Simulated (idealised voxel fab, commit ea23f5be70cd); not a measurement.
Process module in this document: voxel released beams
The width of the displayed cross-section, cut, is 185 nm; its cells are square, with a size of 5 nm.
We lay out every cross-section as a grid of square cells and spell it out in bands from the top down, where one band means one or more rows of cells. Basically the band line says how high the top is and how high the bottom is, in nm, and then what's in it from left to right, every material with its width in nm. Empty space shows up as "empty", and if a single material carries "everywhere" it runs the full band edge to edge. We count height from 0. Below that, the starting wafer is all one material. The lowest band never ends at the bottom but goes on down; see "0 nm and below" for how that is written. The expression "30..40" gives the width at the extremes of the band, the first number at its top row of cells and the second at its bottom row, with the width changing by equal amounts from each row to the next in between. What does "same as before" mean for a step? It means no cell of the cross-section changed in that step. Trapped void list: empty space of 8 cells or more with no open way to the top, each as width x height at its distance from the left edge, in nm. Heads up: the bit after the settings on a step's line is the simulator's remark on that step. What "overlay nm" on a step's line means: if the step has a mask, that mask lay this far to the right of its planned place, or, when the value is negative, to the left.
### This section lists the process steps that were planned
- 1: RECEIVE [material Si]
- 2: CONFORMAL_DEP [material SiN] [thk nm 5]
- 3: DIRECTIONAL_DEP [material SiO2] [thk nm 20]
- 4: MASKED_ETCH [tone open] [mask id ANCHOR] [width nm 35] [etch materials SiO2] [depth nm 10] [overlay nm 0]
- 5: CONFORMAL_DEP [material W] [thk nm 10]
- 6: PATTERN [tone cover] [mask id BEAM] [material resist] [width nm 105] [thk nm 20] [overlay nm 0]
- 7: DIRECTIONAL_ETCH [etch materials W] [depth nm 10]
- 8: STRIP [etch materials resist]
- 9: STRIP [etch materials SiO2]
Quick note for whoever runs this: the wafers start identical, but the depth nm at step 4 isn't the same across them. The plan just shows what the first wafer had.
### Cross-section: the first of several wafers in its as-received state, i.e. following step 1
- 0 nm and below: Si everywhere
- Trapped void list: none
### Module finished, last step 9 done: cross-section of the first of several wafers
- 5 nm to 0 nm: SiN everywhere
- 0 nm and below: Si everywhere
- Trapped void list: none
### Cross-section, last wafer, module completion
- 35 nm to 25 nm: empty (35), then W (15), then empty (15), then W (75), then empty (45)
- 25 nm to 15 nm: empty (40), then W (10), then empty (15), then W (10), then empty (110)
- 15 nm to 5 nm: empty (40), then W (35), then empty (110)
- 5 nm to 0 nm: SiN everywhere
- 0 nm and below: Si everywhere
- Trapped void list: none
### The following table contains a row per wafer, in which are reported, at the conclusion of the module, the cells of each material gained (+) or lost (-) since the wafer's receipt, with its closed voids given thereafter
depth nm 10, +37 SiN, Trapped void list: none
depth nm 15, +37 SiN, Trapped void list: none
depth nm 20, +37 SiN, +58 W, Trapped void list: none
depth nm 25, +37 SiN, +58 W, Trapped void list: none
depth nm 30, +37 SiN, +58 W, Trapped void list: none
depth nm 35, +37 SiN, +58 W, Trapped void list: none
